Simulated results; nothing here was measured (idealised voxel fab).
process module | voxel gate over fins
This is section cut - it's 265 nm across, gridded in 5 nm square cells.
Heads up, the way a cross-section reads in here is a grid of square cells, handed over as bands from the top down, with every band being one or more rows of cells. This entry defines a band. It first specifies the height of the band's top and the height of its bottom in nm, and then specifies the band's materials from left to right, stating each material with its width in nm. The word "edge to edge" identifies a single material that fills the band from edge to edge, while the word "empty" identifies empty space. We count height from 0. Below that, the starting wafer is all one material. The lowest band never ends at the bottom but goes on down; see "0 down" for how that is written. A width given as "30->40" starts at the first number in the band's top row and ends at the second number in its bottom row, shifting by an equal amount at every step from row to row. Where the words "no modifications" appear for a step, the cross-section shows no cell changed by that step; every cell remained as before. Basically, "Unvented cavities" tells you about the enclosed voids: empty spaces with no open way to the top, 8 cells or bigger, each written width x height at distance, where distance is from the left edge, all in nm. The remark found on a step's line after its settings is issued by the simulator itself and pertains to that step. "overlay nm", when on a step's line for a step with a mask, measures how far to the right of its planned place the mask lay; a negative measure means to the left.

PLANNED STEP LIST FOR THE PROCESS
1) RECEIVE, material Si
2) CONFORMAL_DEP, material SiN, thk nm 10
3) MASKED_ETCH, tone cover, mask id FINS, width nm 15, pitch nm 45, etch materials SiN, depth nm 10, overlay nm 0
4) MASKED_ETCH, tone cover, mask id FINS, width nm 15, pitch nm 45, etch materials Si, depth nm 30, overlay nm 0
5) OXIDIZE, depth nm 5
6) FILL_DEP, material SiO2, thk nm 5
7) CMP, height nm 10
8) SELECTIVE_ETCH, etch materials SiO2, depth nm 25
9) STRIP, etch materials SiN
10) CONFORMAL_DEP, material HfO2, thk nm 5
11) CONFORMAL_DEP, material TiN, thk nm 5
12) CONFORMAL_DEP, material TiAl, thk nm 5
13) CONFORMAL_DEP, material TiN, thk nm 5
14) FILL_DEP, material W, thk nm 10
15) CMP, height nm 25
16) CONFORMAL_DEP, material SiCN, thk nm 10

THE FOLLOWING PERTAINS TO THE FIRST OF TWO WAFERS, WHICH WAS PROCESSED AS PLANNED

CROSS-SECTION OF THE WAFER UPON ARRIVAL, REPRESENTING THE STATE REACHED AFTER STEP 1
0 down | Si edge to edge
Unvented cavities: none

CROSS-SECTION OF THE WAFER SUBSEQUENT TO STEP 2
10 to 0 | SiN edge to edge
Below 0, the layers are the same as they were.

CROSS-SECTION OF THE WAFER SUBSEQUENT TO STEP 3
10 to 0 | empty (55)  SiN (15)  empty (30)  SiN (15)  empty (30)  SiN (15)  empty (30)  SiN (15)  empty (60)
Below 0, the layers are the same as they were.

CROSS-SECTION OF THE WAFER SUBSEQUENT TO STEP 4
10 to 0 | empty (55)  SiN (15)  empty (30)  SiN (15)  empty (30)  SiN (15)  empty (30)  SiN (15)  empty (60)
0 to -30 | empty (55)  Si (15)  empty (30)  Si (15)  empty (30)  Si (15)  empty (30)  Si (15)  empty (60)
Below -30, the layers are the same as they were.

CROSS-SECTION OF THE WAFER SUBSEQUENT TO STEP 5
10 to 0 | empty (55)  SiN (15)  empty (30)  SiN (15)  empty (30)  SiN (15)  empty (30)  SiN (15)  empty (60)
0 to -30 | empty (55)  SiO2 (5)  Si (5)  SiO2 (5)  empty (30)  SiO2 (5)  Si (5)  SiO2 (5)  empty (30)  SiO2 (5)  Si (5)  SiO2 (5)  empty (30)  SiO2 (5)  Si (5)  SiO2 (5)  empty (60)
-30 to -35 | SiO2 (60)  Si (5)  SiO2 (40)  Si (5)  SiO2 (40)  Si (5)  SiO2 (40)  Si (5)  SiO2 (65)
Below -35, the layers are the same as they were.

CROSS-SECTION OF THE WAFER SUBSEQUENT TO STEP 6
15 to 10 | SiO2 edge to edge
10 to 0 | SiO2 (55)  SiN (15)  SiO2 (30)  SiN (15)  SiO2 (30)  SiN (15)  SiO2 (30)  SiN (15)  SiO2 (60)
0 to -35 | SiO2 (60)  Si (5)  SiO2 (40)  Si (5)  SiO2 (40)  Si (5)  SiO2 (40)  Si (5)  SiO2 (65)
Below -35, the layers are the same as they were.

CROSS-SECTION OF THE WAFER SUBSEQUENT TO STEP 7
10 to 0 | SiO2 (55)  SiN (15)  SiO2 (30)  SiN (15)  SiO2 (30)  SiN (15)  SiO2 (30)  SiN (15)  SiO2 (60)
Below 0, the layers are the same as they were.

CROSS-SECTION OF THE WAFER SUBSEQUENT TO STEP 8
10 to 0 | empty (55)  SiN (15)  empty (30)  SiN (15)  empty (30)  SiN (15)  empty (30)  SiN (15)  empty (60)
0 to -15 | empty (60)  Si (5)  empty (40)  Si (5)  empty (40)  Si (5)  empty (40)  Si (5)  empty (65)
Below -15, the layers are the same as they were.

CROSS-SECTION OF THE WAFER SUBSEQUENT TO STEP 9
0 to -15 | empty (60)  Si (5)  empty (40)  Si (5)  empty (40)  Si (5)  empty (40)  Si (5)  empty (65)
Below -15, the layers are the same as they were.

CROSS-SECTION OF THE WAFER SUBSEQUENT TO STEP 10
5 to 0 | empty (55)  HfO2 (15)  empty (30)  HfO2 (15)  empty (30)  HfO2 (15)  empty (30)  HfO2 (15)  empty (60)
0 to -10 | empty (55)  HfO2 (5)  Si (5)  HfO2 (5)  empty (30)  HfO2 (5)  Si (5)  HfO2 (5)  empty (30)  HfO2 (5)  Si (5)  HfO2 (5)  empty (30)  HfO2 (5)  Si (5)  HfO2 (5)  empty (60)
-10 to -15 | HfO2 (60)  Si (5)  HfO2 (40)  Si (5)  HfO2 (40)  Si (5)  HfO2 (40)  Si (5)  HfO2 (65)
Below -15, the layers are the same as they were.

CROSS-SECTION OF THE WAFER SUBSEQUENT TO STEP 11
10 to 5 | empty (50)  TiN (25)  empty (20)  TiN (25)  empty (20)  TiN (25)  empty (20)  TiN (25)  empty (55)
5 to 0 | empty (50)  TiN (5)  HfO2 (15)  TiN (5)  empty (20)  TiN (5)  HfO2 (15)  TiN (5)  empty (20)  TiN (5)  HfO2 (15)  TiN (5)  empty (20)  TiN (5)  HfO2 (15)  TiN (5)  empty (55)
0 to -5 | empty (50)  TiN (5)  HfO2 (5)  Si (5)  HfO2 (5)  TiN (5)  empty (20)  TiN (5)  HfO2 (5)  Si (5)  HfO2 (5)  TiN (5)  empty (20)  TiN (5)  HfO2 (5)  Si (5)  HfO2 (5)  TiN (5)  empty (20)  TiN (5)  HfO2 (5)  Si (5)  HfO2 (5)  TiN (5)  empty (55)
-5 to -10 | TiN (55)  HfO2 (5)  Si (5)  HfO2 (5)  TiN (30)  HfO2 (5)  Si (5)  HfO2 (5)  TiN (30)  HfO2 (5)  Si (5)  HfO2 (5)  TiN (30)  HfO2 (5)  Si (5)  HfO2 (5)  TiN (60)
Below -10, the layers are the same as they were.

CROSS-SECTION OF THE WAFER SUBSEQUENT TO STEP 12
15 to 10 | empty (45)  TiAl (35)  empty (10)  TiAl (35)  empty (10)  TiAl (35)  empty (10)  TiAl (35)  empty (50)
10 to 5 | empty (45)  TiAl (5)  TiN (25)  TiAl (5)  empty (10)  TiAl (5)  TiN (25)  TiAl (5)  empty (10)  TiAl (5)  TiN (25)  TiAl (5)  empty (10)  TiAl (5)  TiN (25)  TiAl (5)  empty (50)
5 to 0 | empty (45)  TiAl (5)  TiN (5)  HfO2 (15)  TiN (5)  TiAl (5)  empty (10)  TiAl (5)  TiN (5)  HfO2 (15)  TiN (5)  TiAl (5)  empty (10)  TiAl (5)  TiN (5)  HfO2 (15)  TiN (5)  TiAl (5)  empty (10)  TiAl (5)  TiN (5)  HfO2 (15)  TiN (5)  TiAl (5)  empty (50)
0 to -5 | TiAl (50)  TiN (5)  HfO2 (5)  Si (5)  HfO2 (5)  TiN (5)  TiAl (20)  TiN (5)  HfO2 (5)  Si (5)  HfO2 (5)  TiN (5)  TiAl (20)  TiN (5)  HfO2 (5)  Si (5)  HfO2 (5)  TiN (5)  TiAl (20)  TiN (5)  HfO2 (5)  Si (5)  HfO2 (5)  TiN (5)  TiAl (55)
Below -5, the layers are the same as they were.

CROSS-SECTION OF THE WAFER SUBSEQUENT TO STEP 13
20 to 15 | empty (40)  TiN (180)  empty (45)
15 to 10 | empty (40)  TiN (5)  TiAl (35)  TiN (10)  TiAl (35)  TiN (10)  TiAl (35)  TiN (10)  TiAl (35)  TiN (5)  empty (45)
10 to 5 | empty (40)  TiN (5)  TiAl (5)  TiN (25)  TiAl (5)  TiN (10)  TiAl (5)  TiN (25)  TiAl (5)  TiN (10)  TiAl (5)  TiN (25)  TiAl (5)  TiN (10)  TiAl (5)  TiN (25)  TiAl (5)  TiN (5)  empty (45)
5 to 0 | TiN (45)  TiAl (5)  TiN (5)  HfO2 (15)  TiN (5)  TiAl (5)  TiN (10)  TiAl (5)  TiN (5)  HfO2 (15)  TiN (5)  TiAl (5)  TiN (10)  TiAl (5)  TiN (5)  HfO2 (15)  TiN (5)  TiAl (5)  TiN (10)  TiAl (5)  TiN (5)  HfO2 (15)  TiN (5)  TiAl (5)  TiN (50)
Below 0, the layers are the same as they were.

CROSS-SECTION OF THE WAFER SUBSEQUENT TO STEP 14
30 to 20 | W edge to edge
20 to 15 | W (40)  TiN (180)  W (45)
15 to 10 | W (40)  TiN (5)  TiAl (35)  TiN (10)  TiAl (35)  TiN (10)  TiAl (35)  TiN (10)  TiAl (35)  TiN (5)  W (45)
10 to 5 | W (40)  TiN (5)  TiAl (5)  TiN (25)  TiAl (5)  TiN (10)  TiAl (5)  TiN (25)  TiAl (5)  TiN (10)  TiAl (5)  TiN (25)  TiAl (5)  TiN (10)  TiAl (5)  TiN (25)  TiAl (5)  TiN (5)  W (45)
Below 5, the layers are the same as they were.

CROSS-SECTION OF THE WAFER SUBSEQUENT TO STEP 15
25 to 20 | W edge to edge
Below 20, the layers are the same as they were.

CROSS-SECTION OF THE WAFER SUBSEQUENT TO STEP 16
35 to 25 | SiCN edge to edge
Below 25, the layers are the same as they were.

NOW THE OTHER WAFER: SAME START, SAME RECIPE, BUT WE MESSED UP ONE THING WHEN RUNNING IT. UP TO AND INCLUDING STEP 3 IT'S THE SAME AS THE FIRST ONE

CROSS-SECTION, SECOND WAFER, AT THE END TIME THE PLAN GIVES FOR STEP 4
10 to 0 | empty (55)  SiN (15)  empty (30)  SiN (15)  empty (30)  SiN (15)  empty (30)  SiN (15)  empty (60)
0 to -40 | empty (55)  Si (15)  empty (30)  Si (15)  empty (30)  Si (15)  empty (30)  Si (15)  empty (60)
Below -40, the layers are the same as they were.

CROSS-SECTION, SECOND WAFER, AT THE END TIME THE PLAN GIVES FOR STEP 5
10 to 0 | empty (55)  SiN (15)  empty (30)  SiN (15)  empty (30)  SiN (15)  empty (30)  SiN (15)  empty (60)
0 to -40 | empty (55)  SiO2 (5)  Si (5)  SiO2 (5)  empty (30)  SiO2 (5)  Si (5)  SiO2 (5)  empty (30)  SiO2 (5)  Si (5)  SiO2 (5)  empty (30)  SiO2 (5)  Si (5)  SiO2 (5)  empty (60)
-40 to -45 | SiO2 (60)  Si (5)  SiO2 (40)  Si (5)  SiO2 (40)  Si (5)  SiO2 (40)  Si (5)  SiO2 (65)
Below -45, the layers are the same as they were.

CROSS-SECTION, SECOND WAFER, AT THE END TIME THE PLAN GIVES FOR STEP 6
15 to 10 | SiO2 edge to edge
10 to 0 | SiO2 (55)  SiN (15)  SiO2 (30)  SiN (15)  SiO2 (30)  SiN (15)  SiO2 (30)  SiN (15)  SiO2 (60)
0 to -45 | SiO2 (60)  Si (5)  SiO2 (40)  Si (5)  SiO2 (40)  Si (5)  SiO2 (40)  Si (5)  SiO2 (65)
Below -45, the layers are the same as they were.

CROSS-SECTION, SECOND WAFER, AT THE END TIME THE PLAN GIVES FOR STEP 7
10 to 0 | SiO2 (55)  SiN (15)  SiO2 (30)  SiN (15)  SiO2 (30)  SiN (15)  SiO2 (30)  SiN (15)  SiO2 (60)
Below 0, the layers are the same as they were.

CROSS-SECTION, SECOND WAFER, AT THE END TIME THE PLAN GIVES FOR STEP 8
10 to 0 | empty (55)  SiN (15)  empty (30)  SiN (15)  empty (30)  SiN (15)  empty (30)  SiN (15)  empty (60)
0 to -15 | empty (60)  Si (5)  empty (40)  Si (5)  empty (40)  Si (5)  empty (40)  Si (5)  empty (65)
Below -15, the layers are the same as they were.

CROSS-SECTION, SECOND WAFER, AT THE END TIME THE PLAN GIVES FOR STEP 9
0 to -15 | empty (60)  Si (5)  empty (40)  Si (5)  empty (40)  Si (5)  empty (40)  Si (5)  empty (65)
Below -15, the layers are the same as they were.

CROSS-SECTION, SECOND WAFER, AT THE END TIME THE PLAN GIVES FOR STEP 10
5 to 0 | empty (55)  HfO2 (15)  empty (30)  HfO2 (15)  empty (30)  HfO2 (15)  empty (30)  HfO2 (15)  empty (60)
0 to -10 | empty (55)  HfO2 (5)  Si (5)  HfO2 (5)  empty (30)  HfO2 (5)  Si (5)  HfO2 (5)  empty (30)  HfO2 (5)  Si (5)  HfO2 (5)  empty (30)  HfO2 (5)  Si (5)  HfO2 (5)  empty (60)
-10 to -15 | HfO2 (60)  Si (5)  HfO2 (40)  Si (5)  HfO2 (40)  Si (5)  HfO2 (40)  Si (5)  HfO2 (65)
Below -15, the layers are the same as they were.

CROSS-SECTION, SECOND WAFER, AT THE END TIME THE PLAN GIVES FOR STEP 11
10 to 5 | empty (50)  TiN (25)  empty (20)  TiN (25)  empty (20)  TiN (25)  empty (20)  TiN (25)  empty (55)
5 to 0 | empty (50)  TiN (5)  HfO2 (15)  TiN (5)  empty (20)  TiN (5)  HfO2 (15)  TiN (5)  empty (20)  TiN (5)  HfO2 (15)  TiN (5)  empty (20)  TiN (5)  HfO2 (15)  TiN (5)  empty (55)
0 to -5 | empty (50)  TiN (5)  HfO2 (5)  Si (5)  HfO2 (5)  TiN (5)  empty (20)  TiN (5)  HfO2 (5)  Si (5)  HfO2 (5)  TiN (5)  empty (20)  TiN (5)  HfO2 (5)  Si (5)  HfO2 (5)  TiN (5)  empty (20)  TiN (5)  HfO2 (5)  Si (5)  HfO2 (5)  TiN (5)  empty (55)
-5 to -10 | TiN (55)  HfO2 (5)  Si (5)  HfO2 (5)  TiN (30)  HfO2 (5)  Si (5)  HfO2 (5)  TiN (30)  HfO2 (5)  Si (5)  HfO2 (5)  TiN (30)  HfO2 (5)  Si (5)  HfO2 (5)  TiN (60)
Below -10, the layers are the same as they were.

CROSS-SECTION, SECOND WAFER, AT THE END TIME THE PLAN GIVES FOR STEP 12
15 to 10 | empty (45)  TiAl (35)  empty (10)  TiAl (35)  empty (10)  TiAl (35)  empty (10)  TiAl (35)  empty (50)
10 to 5 | empty (45)  TiAl (5)  TiN (25)  TiAl (5)  empty (10)  TiAl (5)  TiN (25)  TiAl (5)  empty (10)  TiAl (5)  TiN (25)  TiAl (5)  empty (10)  TiAl (5)  TiN (25)  TiAl (5)  empty (50)
5 to 0 | empty (45)  TiAl (5)  TiN (5)  HfO2 (15)  TiN (5)  TiAl (5)  empty (10)  TiAl (5)  TiN (5)  HfO2 (15)  TiN (5)  TiAl (5)  empty (10)  TiAl (5)  TiN (5)  HfO2 (15)  TiN (5)  TiAl (5)  empty (10)  TiAl (5)  TiN (5)  HfO2 (15)  TiN (5)  TiAl (5)  empty (50)
0 to -5 | TiAl (50)  TiN (5)  HfO2 (5)  Si (5)  HfO2 (5)  TiN (5)  TiAl (20)  TiN (5)  HfO2 (5)  Si (5)  HfO2 (5)  TiN (5)  TiAl (20)  TiN (5)  HfO2 (5)  Si (5)  HfO2 (5)  TiN (5)  TiAl (20)  TiN (5)  HfO2 (5)  Si (5)  HfO2 (5)  TiN (5)  TiAl (55)
Below -5, the layers are the same as they were.

CROSS-SECTION, SECOND WAFER, AT THE END TIME THE PLAN GIVES FOR STEP 13
20 to 15 | empty (40)  TiN (180)  empty (45)
15 to 10 | empty (40)  TiN (5)  TiAl (35)  TiN (10)  TiAl (35)  TiN (10)  TiAl (35)  TiN (10)  TiAl (35)  TiN (5)  empty (45)
10 to 5 | empty (40)  TiN (5)  TiAl (5)  TiN (25)  TiAl (5)  TiN (10)  TiAl (5)  TiN (25)  TiAl (5)  TiN (10)  TiAl (5)  TiN (25)  TiAl (5)  TiN (10)  TiAl (5)  TiN (25)  TiAl (5)  TiN (5)  empty (45)
5 to 0 | TiN (45)  TiAl (5)  TiN (5)  HfO2 (15)  TiN (5)  TiAl (5)  TiN (10)  TiAl (5)  TiN (5)  HfO2 (15)  TiN (5)  TiAl (5)  TiN (10)  TiAl (5)  TiN (5)  HfO2 (15)  TiN (5)  TiAl (5)  TiN (10)  TiAl (5)  TiN (5)  HfO2 (15)  TiN (5)  TiAl (5)  TiN (50)
Below 0, the layers are the same as they were.

CROSS-SECTION, SECOND WAFER, AT THE END TIME THE PLAN GIVES FOR STEP 14
30 to 20 | W edge to edge
20 to 15 | W (40)  TiN (180)  W (45)
15 to 10 | W (40)  TiN (5)  TiAl (35)  TiN (10)  TiAl (35)  TiN (10)  TiAl (35)  TiN (10)  TiAl (35)  TiN (5)  W (45)
10 to 5 | W (40)  TiN (5)  TiAl (5)  TiN (25)  TiAl (5)  TiN (10)  TiAl (5)  TiN (25)  TiAl (5)  TiN (10)  TiAl (5)  TiN (25)  TiAl (5)  TiN (10)  TiAl (5)  TiN (25)  TiAl (5)  TiN (5)  W (45)
Below 5, the layers are the same as they were.

CROSS-SECTION, SECOND WAFER, AT THE END TIME THE PLAN GIVES FOR STEP 15
25 to 20 | W edge to edge
Below 20, the layers are the same as they were.

CROSS-SECTION, SECOND WAFER, AT THE END TIME THE PLAN GIVES FOR STEP 16
35 to 25 | SiCN edge to edge
Below 25, the layers are the same as they were.
Finding, execution versus plan: heads up, step 4 didn't go per plan, it actually ran as MASKED_ETCH, tone cover, mask id FINS, width nm 15, pitch nm 45, etch materials Si, depth nm 40, overlay nm 0
Final tally in cells, some materials are higher or lower on the second wafer than on the first: Si: 98 fewer; SiO2: 98 more
